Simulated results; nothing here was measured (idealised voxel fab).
voxel ribs on slabs: a process module
Cross-sectional view cut (width: 275 nm; square cell size: 5 nm).
Think of the cross-section as a grid of square cells. We describe it in bands, top to bottom, and each band covers one or more rows of those cells. First you get the band's top height and its bottom height, in nm, and then the materials it's made of, left to right, with each width in nm. If you see a single material with "edge to edge", that one covers the band edge to edge. "air" is empty space. All heights in this document are referenced to 0, defined as the level beneath which the wafer, as received, consists entirely of one material. The lowest band is not bounded below; it extends indefinitely downward and is written in the form "0 and below". Width spec "30 to 40" -> top row of cells at first value, bottom row at second value, equal per-row change in between. The designation "no change", where it is given for a processing step, indicates that no cell of the cross-section was altered in the course of that step. If an empty space has no open way to the top and is at least 8 cells in size, "Voids, sealed" lists it, written width x height at distance, where distance is measured from the left edge and every value is in nm. Whatever follows a step's settings on its line is a remark the simulator itself makes about that step. A step's line can hold "overlay nm"; with a mask on that step, the setting says how far right of the planned place the mask lay, while a negative setting says it lay to the left.

Below is the list of planned process steps:
1. RECEIVE,material Si
2. DIRECTIONAL_DEP,material SiO2,thk nm 30
3. DIRECTIONAL_DEP,material polySi,thk nm 25
4. MASKED_ETCH,tone cover,mask id RIB,width nm 20,etch materials polySi,depth nm 5,overlay nm 0
5. MASKED_ETCH,tone cover,mask id SLAB,width nm 80,etch materials polySi,depth nm 20,overlay nm 0
6. FILL_DEP,material SiO2,thk nm 20
7. CMP,height nm 70
8. DIRECTIONAL_DEP,material TiN,thk nm 10
9. MASKED_ETCH,tone cover,mask id HEATER,width nm 20,etch materials TiN,depth nm 10,overlay nm 0
10. CONFORMAL_DEP,material SiN,thk nm 10
All wafers enter the flow in the same state. The width nm at step 9 differs from wafer to wafer, and the plan gives the value for the first wafer.

So this is the first of several wafers, cross-sectioned as it came to us, meaning it's at the end of step 1:
- 0 and below: Si edge to edge
- Voids, sealed: none

At the end of the module, after its last step, step 10, the first of several wafers appears in cross-section as follows:
- 90 down to 80: 115 air, then 40 SiN, then 120 air
- 80 down to 70: 125 SiN, then 20 TiN, then 130 SiN
- 70 down to 55: SiO2 edge to edge
- 55 down to 50: 125 SiO2, then 20 polySi, then 130 SiO2
- 50 down to 30: 95 SiO2, then 80 polySi, then 100 SiO2
- 30 down to 0: SiO2 edge to edge
- 0 and below: Si edge to edge
- Voids, sealed: none

The final wafer, sectioned at module end:
- 90 down to 80: 105 air, then 65 SiN, then 105 air
- 80 down to 70: 115 SiN, then 45 TiN, then 115 SiN
- 70 down to 55: SiO2 edge to edge
- 55 down to 50: 125 SiO2, then 20 polySi, then 130 SiO2
- 50 down to 30: 95 SiO2, then 80 polySi, then 100 SiO2
- 30 down to 0: SiO2 edge to edge
- 0 and below: Si edge to edge
- Voids, sealed: none

The rows of the table below are wafers. Looking at the end of the module, a row counts, for every material, the cells the wafer has gained, shown as (+), or lost, shown as (-), since it was received; its closed voids come next:
width nm 20, +118 SiN, +702 SiO2, +8 TiN, +68 polySi, Voids, sealed: none
width nm 25, +118 SiN, +702 SiO2, +10 TiN, +68 polySi, Voids, sealed: none
width nm 30, +118 SiN, +702 SiO2, +12 TiN, +68 polySi, Voids, sealed: none
width nm 35, +118 SiN, +702 SiO2, +14 TiN, +68 polySi, Voids, sealed: none
width nm 40, +118 SiN, +702 SiO2, +16 TiN, +68 polySi, Voids, sealed: none
width nm 45, +118 SiN, +702 SiO2, +18 TiN, +68 polySi, Voids, sealed: none
